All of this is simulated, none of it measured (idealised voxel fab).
process module | voxel capacitor over wiring
cross-section cut | 230 nm wide | cells 5 nm
A cross-section is a grid of square cells, given in bands from the top down. A band is one or more rows of cells.
Each band's line starts with the height of the band's top and of its bottom, in nm. Then come its materials from left to right, each with its width in nm. One material with "throughout" fills the band from edge to edge. "air" is empty space.
Height 0 is the level under which the wafer as received is all one material. The lowest band goes on downwards, as in "0 down".
A width such as "30 to 40" changes by the same amount from each row of cells to the next, from the band's top row to its bottom row.
"no change" after a step means that no cell of the cross-section changed.
closed voids: empty space of 8 cells or more with no open way to the top, each as width x height at its distance from the left edge, in nm
after a step's settings: what the simulator itself notes on the step
overlay nm, on a step with a mask: how far to the right of its planned place the mask lay; to the left if negative
plan
1 op RECEIVE | material Si
2 op CONFORMAL_DEP | material SiO2 | thk nm 10
3 op CONFORMAL_DEP | material SiCN | thk nm 5
4 op DIRECTIONAL_DEP | material SiO2 | thk nm 20
5 op DIRECTIONAL_DEP | material aC | thk nm 15
6 op PATTERN | tone open | mask id METAL_1 | material resist | width nm 30 | pitch nm 95 | thk nm 35 | overlay nm 0
7 op DIRECTIONAL_ETCH | etch materials aC | depth nm 15
8 op STRIP | etch materials resist
9 op DIRECTIONAL_ETCH | etch materials SiO2 | depth nm 20
10 op DIRECTIONAL_ETCH | etch materials SiCN | depth nm 5
11 op STRIP | etch materials aC
12 op CONFORMAL_DEP | material TiN | thk nm 5
13 op FILL_DEP | material Ru | thk nm 5
14 op CMP | height nm 35
15 op CONFORMAL_DEP | material SiCN | thk nm 5
16 op DIRECTIONAL_DEP | material lowk | thk nm 15
17 op DIRECTIONAL_DEP | material aC | thk nm 10
18 op PATTERN | tone open | mask id PLUG_1 | material resist | width nm 15 | thk nm 30 | overlay nm 0
19 op DIRECTIONAL_ETCH | etch materials aC | depth nm 10
20 op STRIP | etch materials resist
21 op DIRECTIONAL_ETCH | etch materials lowk | depth nm 15
22 op DIRECTIONAL_ETCH | etch materials SiCN | depth nm 5
23 op STRIP | etch materials aC
24 op EPI | material Ru | thk nm 10
25 op EPI | material Ru | thk nm 10
26 op DIRECTIONAL_DEP | material TiN | thk nm 10
27 op DIRECTIONAL_DEP | material SiN | thk nm 5
28 op DIRECTIONAL_DEP | material TiN | thk nm 10
29 op MASKED_ETCH | tone cover | mask id UPPER_PLATE | width nm 70 | etch materials TiN | depth nm 10 | overlay nm 0
30 op MASKED_ETCH | tone cover | mask id UPPER_PLATE | width nm 70 | etch materials SiN | depth nm 5 | overlay nm 0
31 op DIRECTIONAL_DEP | material aC | thk nm 10
32 op PATTERN | tone cover | mask id LOWER_PLATE | material resist | width nm 80 | thk nm 25 | overlay nm 0
33 op DIRECTIONAL_ETCH | etch materials aC | depth nm 10
34 op STRIP | etch materials resist
35 op DIRECTIONAL_ETCH | etch materials TiN | depth nm 10
36 op STRIP | etch materials aC
37 op FILL_DEP | material SiO2 | thk nm 15
38 op CMP | height nm 90
39 op DIRECTIONAL_DEP | material aC | thk nm 15
40 op PATTERN | tone open | mask id PLUG_2 | material resist | width nm 15 | thk nm 35 | overlay nm 0
41 op DIRECTIONAL_ETCH | etch materials aC | depth nm 5
42 op STRIP | etch materials resist
43 op DIRECTIONAL_ETCH | etch materials SiO2 | depth nm 10
44 op STRIP | etch materials aC
45 op CONFORMAL_DEP | material TiN | thk nm 5
46 op FILL_DEP | material W | thk nm 5
47 op CMP | height nm 90
48 op CONFORMAL_DEP | material SiN | thk nm 5
varied across the wafers: depth nm of step 41. The plan shows the first wafer's value. All wafers start alike
first wafer as received, after step 1
  0 down: Si throughout
  closed voids: none
each wafer at the end: cells of each material gained (+) or lost (-) since it was received, then its closed voids
depth nm 5 | +44 Ru | +77 SiCN | +60 SiN | +476 SiO2 | +88 TiN | +129 lowk | closed voids: none
depth nm 10 | +44 Ru | +77 SiCN | +60 SiN | +476 SiO2 | +88 TiN | +129 lowk | closed voids: none
depth nm 15 | +44 Ru | +77 SiCN | +60 SiN | +470 SiO2 | +93 TiN | +1 W | +129 lowk | closed voids: none
depth nm 20 | +44 Ru | +77 SiCN | +60 SiN | +470 SiO2 | +93 TiN | +1 W | +129 lowk | closed voids: none
depth nm 25 | +44 Ru | +77 SiCN | +60 SiN | +470 SiO2 | +93 TiN | +1 W | +129 lowk | closed voids: none
depth nm 30 | +44 Ru | +77 SiCN | +60 SiN | +470 SiO2 | +93 TiN | +1 W | +129 lowk | closed voids: none
